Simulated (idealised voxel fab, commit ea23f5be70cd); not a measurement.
process module | voxel gate over fins
cross-section cut | 165 nm wide | cells 5 nm
A cross-section is a grid of square cells, given in bands from the top down. A band is one or more rows of cells.
Each band's line starts with the height of the band's top and of its bottom, in nm. Then come its materials from left to right, each with its width in nm. One material with "throughout" fills the band from edge to edge. "air" is empty space.
Height 0 is the level under which the wafer as received is all one material. The lowest band goes on downwards, as in "0 down".
A width such as "30 to 40" changes by the same amount from each row of cells to the next, from the band's top row to its bottom row.
"no change" after a step means that no cell of the cross-section changed.
closed voids: empty space of 8 cells or more with no open way to the top, each as width x height at its distance from the left edge, in nm
after a step's settings: what the simulator itself notes on the step
overlay nm, on a step with a mask: how far to the right of its planned place the mask lay; to the left if negative
plan
1 op RECEIVE | material Si
2 op CONFORMAL_DEP | material SiN | thk nm 5
3 op PATTERN | tone cover | mask id FINS | material resist | width nm 15 | pitch nm 60 | thk nm 20 | overlay nm 0
4 op DIRECTIONAL_ETCH | etch materials SiN | depth nm 5
5 op DIRECTIONAL_ETCH | etch materials Si | depth nm 30
6 op STRIP | etch materials resist
7 op OXIDIZE | depth nm 5
8 op FILL_DEP | material SiO2 | thk nm 5
9 op CMP | height nm 5
10 op MASKED_ETCH | tone open | mask id RAIL | width nm 15 | etch materials SiO2 | depth nm 30 | overlay nm 0
11 op CONFORMAL_DEP | material TiN | thk nm 5
12 op FILL_DEP | material W | thk nm 10
13 op CMP | height nm 5
14 op SELECTIVE_ETCH | etch materials W Ru TiN | depth nm 25
15 op FILL_DEP | material SiO2 | thk nm 5
16 op CMP | height nm 5
17 op SELECTIVE_ETCH | etch materials SiO2 | depth nm 20
18 op STRIP | etch materials SiN
19 op CONFORMAL_DEP | material HfO2 | thk nm 5
20 op CONFORMAL_DEP | material TiN | thk nm 5
21 op FILL_DEP | material W | thk nm 15
22 op CMP | height nm 20
23 op CONFORMAL_DEP | material SiN | thk nm 10
as received, after step 1
  0 down: Si throughout
  closed voids: none
first wafer at the end, as planned
  30 to 20: SiN throughout
  20 to 10: W throughout
  10 to 5: W 10 | TiN 25 | W 35 | TiN 25 | W 35 | TiN 25 | W 10
  5 to 0: W 10 | TiN 5 | HfO2 15 | TiN 5 | W 35 | TiN 5 | HfO2 15 | TiN 5 | W 35 | TiN 5 | HfO2 15 | TiN 5 | W 10
  0 to -5: W 10 | TiN 5 | HfO2 5 | Si 5 | HfO2 5 | TiN 5 | W 35 | TiN 5 | HfO2 5 | Si 5 | HfO2 5 | TiN 5 | W 35 | TiN 5 | HfO2 5 | Si 5 | HfO2 5 | TiN 5 | W 10
  -5 to -10: TiN 15 | HfO2 5 | Si 5 | HfO2 5 | TiN 45 | HfO2 5 | Si 5 | HfO2 5 | TiN 45 | HfO2 5 | Si 5 | HfO2 5 | TiN 15
  -10 to -15: HfO2 20 | Si 5 | HfO2 55 | Si 5 | HfO2 55 | Si 5 | HfO2 20
  -15 to -20: SiO2 20 | Si 5 | SiO2 55 | Si 5 | SiO2 55 | Si 5 | SiO2 20
  -20 to -25: SiO2 20 | Si 5 | SiO2 20 | TiN 15 | SiO2 20 | Si 5 | SiO2 55 | Si 5 | SiO2 20
  -25 to -35: SiO2 20 | Si 5 | SiO2 55 | Si 5 | SiO2 55 | Si 5 | SiO2 20
  -35 down: Si throughout
  closed voids: none
second wafer at the end: like start, like plan, one mistake
  30 to 20: SiN throughout
  20 to 5: W throughout
  5 to 0: W 15 | TiN 15 | W 45 | TiN 15 | W 45 | TiN 15 | W 15
  0 to -10: W 15 | TiN 5 | Si 5 | TiN 5 | W 45 | TiN 5 | Si 5 | TiN 5 | W 45 | TiN 5 | Si 5 | TiN 5 | W 15
  -10 to -15: TiN 20 | Si 5 | TiN 55 | Si 5 | TiN 55 | Si 5 | TiN 20
  -15 to -20: SiO2 20 | Si 5 | SiO2 55 | Si 5 | SiO2 55 | Si 5 | SiO2 20
  -20 to -25: SiO2 20 | Si 5 | SiO2 20 | TiN 15 | SiO2 20 | Si 5 | SiO2 55 | Si 5 | SiO2 20
  -25 to -35: SiO2 20 | Si 5 | SiO2 55 | Si 5 | SiO2 55 | Si 5 | SiO2 20
  -35 down: Si throughout
  closed voids: none
what went wrong: step 19 was left out
at the end the second wafer has, in cells: 51 fewer of HfO2 | 51 more of W
